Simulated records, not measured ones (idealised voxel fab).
process module | voxel self aligned contacts
Shown is cross-section cut, with a width of 235 nm and square cells of size 5 nm.
Cross-section = grid of square cells, listed top down in bands; band = one or more rows. Read a band's entry like this: the first values are the height of its top and the height of its bottom in nm, and what follows is the sequence of materials from left to right, each with its width in nm. Note that "blank" is empty space, and that a single material marked "edge to edge" reaches across the band from edge to edge. Heights are expressed relative to 0, this being the level below which the as-received wafer comprises one material exclusively. The lowest band is unbounded in the downward direction and is denoted as in "0..down". Read "30..40" as a graded width: first number on top, second number at the bottom, same change between each pair of neighbouring rows. The cross-section has no changed cell in any step marked "no modifications". Empty spaces counting at least 8 cells and having no open way to the top are listed in "Closed voids list". The notation width x height at distance is used for each, the distance being from the left edge and all three values in nm. Anything after a step's settings on that line? It's the simulator's own note about the step. A step's line can hold "overlay nm"; with a mask on that step, the setting says how far right of the planned place the mask lay, while a negative setting says it lay to the left.

Below is the list of planned process steps
1) RECEIVE, material Si
2) OXIDIZE, depth nm 5
3) DIRECTIONAL_DEP, material polySi, thk nm 20
4) DIRECTIONAL_DEP, material SiN, thk nm 15
5) DIRECTIONAL_DEP, material aC, thk nm 15
6) PATTERN, tone cover, mask id GATE, material resist, width nm 35, pitch nm 60, thk nm 30, overlay nm 0
7) DIRECTIONAL_ETCH, etch materials aC, depth nm 15
8) STRIP, etch materials resist
9) DIRECTIONAL_ETCH, etch materials SiN, depth nm 15
10) DIRECTIONAL_ETCH, etch materials polySi, depth nm 20
11) STRIP, etch materials aC
12) CONFORMAL_DEP, material SiN, thk nm 5
13) DIRECTIONAL_ETCH, etch materials SiN, depth nm 5
14) FILL_DEP, material SiO2, thk nm 10
15) CMP, height nm 40
16) DIRECTIONAL_DEP, material aC, thk nm 10
17) PATTERN, tone open, mask id CONTACT, material resist, width nm 35, thk nm 30, overlay nm 0
18) DIRECTIONAL_ETCH, etch materials aC, depth nm 10
19) STRIP, etch materials resist
20) DIRECTIONAL_ETCH, etch materials SiO2, depth nm 45
21) STRIP, etch materials aC
22) CONFORMAL_DEP, material TiN, thk nm 5
23) FILL_DEP, material Ru, thk nm 10
24) CMP, height nm 40
25) CONFORMAL_DEP, material SiN, thk nm 5

Received-state cross-section, reflecting completion of step 1
- 0..down: Si edge to edge
- Closed voids list: none

The first of the two wafers as seen in cross-section once the module was finished; processing followed the plan
- 45..40: SiN edge to edge
- 40..35: SiO2=100 | TiN=15 | Ru=5 | TiN=15 | SiO2=100
- 35..20: SiO2=65 | SiN=45 | TiN=5 | Ru=5 | TiN=5 | SiN=45 | SiO2=65
- 20..0: SiO2=65 | SiN=5 | polySi=35 | SiN=5 | TiN=5 | Ru=5 | TiN=5 | SiN=5 | polySi=35 | SiN=5 | SiO2=65
- 0..-5: SiO2=110 | TiN=15 | SiO2=110
- -5..down: Si edge to edge
- Closed voids list: none

Wafer two, sectioned after the module: the first wafer's start, the first wafer's plan, and one mistake in how it was run
- 45..40: SiN edge to edge
- 40..30: SiO2=100 | TiN=5..10 | Ru=25..15 | TiN=5..10 | SiO2=100
- 30..20: SiO2=70 | SiN=35 | TiN=5 | Ru=15 | TiN=5 | SiN=35 | SiO2=70
- 20..0: SiO2=70 | polySi=35 | TiN=5 | Ru=15 | TiN=5 | polySi=35 | SiO2=70
- 0..-5: SiO2=105 | TiN=25 | SiO2=105
- -5..down: Si edge to edge
- Closed voids list: none
Nonconformance to the process plan: step 12 of the plan was omitted and not executed
The final cell counts differ between the wafers, with the second having more or fewer of some materials than the first: +18 Ru | -42 SiN | +24 SiO2
